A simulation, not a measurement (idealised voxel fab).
Process module under the name voxel trench capacitor
245 nm wide, 5 nm square cells: that's cross-section cut.
When this document writes out a cross-section, it uses a grid of square cells and lists it as bands, beginning at the top and moving down, with a band standing for one or more rows of cells.
Read a band's entry like this: the first values are the height of its top and the height of its bottom in nm, and what follows is the sequence of materials from left to right, each with its width in nm. Note that "air" is empty space, and that a single material marked "edge to edge" reaches across the band from edge to edge.
Convention: height 0 is the level below which the wafer, as received, is all one material. The lowest band does not terminate at the bottom but continues downward, represented as "0 and below".
Width "30..40": first value at the band's top row of cells, second value at its bottom row, equal change from row to row.
Reading "no change occurred" for a step: not a cell of the cross-section changed in it.
So "Completely enclosed voids" is basically the list of trapped voids: any empty space of 8 cells or more that can't reach the top through an opening. They're written width x height at distance, the distance being from the left edge, and it's all nm.
That trailing text on a step's line, after the settings, is the simulator's own remark on the step.
"overlay nm", when on a step's line for a step with a mask, measures how far to the right of its planned place the mask lay; a negative measure means to the left.
Process steps - plan:
1 RECEIVE, material Si
2 CONFORMAL_DEP, material SiN, thk nm 5
3 DIRECTIONAL_DEP, material aC, thk nm 15
4 PATTERN, tone open, mask id TRENCH, material resist, width nm 15, pitch nm 50, thk nm 30, overlay nm 0
5 DIRECTIONAL_ETCH, etch materials aC, depth nm 15
6 STRIP, etch materials resist
7 DIRECTIONAL_ETCH, etch materials SiN, depth nm 5
8 DIRECTIONAL_ETCH, etch materials Si, depth nm 25
9 STRIP, etch materials aC
10 CONFORMAL_DEP, material HfO2, thk nm 5
11 CONFORMAL_DEP, material TiN, thk nm 5
12 FILL_DEP, material W, thk nm 5
13 CMP, height nm 5
Heads up: all these wafers start the same, and what changes between them is the width nm in step 4. The value you see in the plan is just what the first wafer got.
As-received state after step 1, first of several wafers, cross-section:
> 0 and below: Si edge to edge
> Completely enclosed voids: none
End-of-module cross-section, first of several wafers, after last step 13:
> 5 down to 0: SiN (65); HfO2 (5); TiN (5); HfO2 (5); SiN (35); HfO2 (5); TiN (5); HfO2 (5); SiN (35); HfO2 (5); TiN (5); HfO2 (5); SiN (65)
> 0 down to -20: Si (65); HfO2 (5); TiN (5); HfO2 (5); Si (35); HfO2 (5); TiN (5); HfO2 (5); Si (35); HfO2 (5); TiN (5); HfO2 (5); Si (65)
> -20 down to -25: Si (65); HfO2 (15); Si (35); HfO2 (15); Si (35); HfO2 (15); Si (65)
> -25 and below: Si edge to edge
> Completely enclosed voids: none
Last wafer at the end:
> 5 down to 0: SiN (55); HfO2 (5); TiN (5); W (15); TiN (5); HfO2 (5); SiN (15); HfO2 (5); TiN (5); W (15); TiN (5); HfO2 (5); SiN (15); HfO2 (5); TiN (5); W (15); TiN (5); HfO2 (5); SiN (55)
> 0 down to -15: Si (55); HfO2 (5); TiN (5); W (15); TiN (5); HfO2 (5); Si (15); HfO2 (5); TiN (5); W (15); TiN (5); HfO2 (5); Si (15); HfO2 (5); TiN (5); W (15); TiN (5); HfO2 (5); Si (55)
> -15 down to -20: Si (55); HfO2 (5); TiN (25); HfO2 (5); Si (15); HfO2 (5); TiN (25); HfO2 (5); Si (15); HfO2 (5); TiN (25); HfO2 (5); Si (55)
> -20 down to -25: Si (55); HfO2 (35); Si (15); HfO2 (35); Si (15); HfO2 (35); Si (55)
> -25 and below: Si edge to edge
> Completely enclosed voids: none
Take any row and you have a wafer at the end of the module: how many cells of each material it has gained (+) or lost (-) since it was received, and then its closed voids:
width nm 15, +39 HfO2, -45 Si, +40 SiN, +15 TiN, Completely enclosed voids: none
width nm 20, +42 HfO2, -60 Si, +37 SiN, +30 TiN, Completely enclosed voids: none
width nm 25, +45 HfO2, -75 Si, +34 SiN, +33 TiN, +12 W, Completely enclosed voids: none
width nm 30, +48 HfO2, -90 Si, +31 SiN, +36 TiN, +24 W, Completely enclosed voids: none
width nm 35, +51 HfO2, -105 Si, +28 SiN, +39 TiN, +36 W, Completely enclosed voids: none
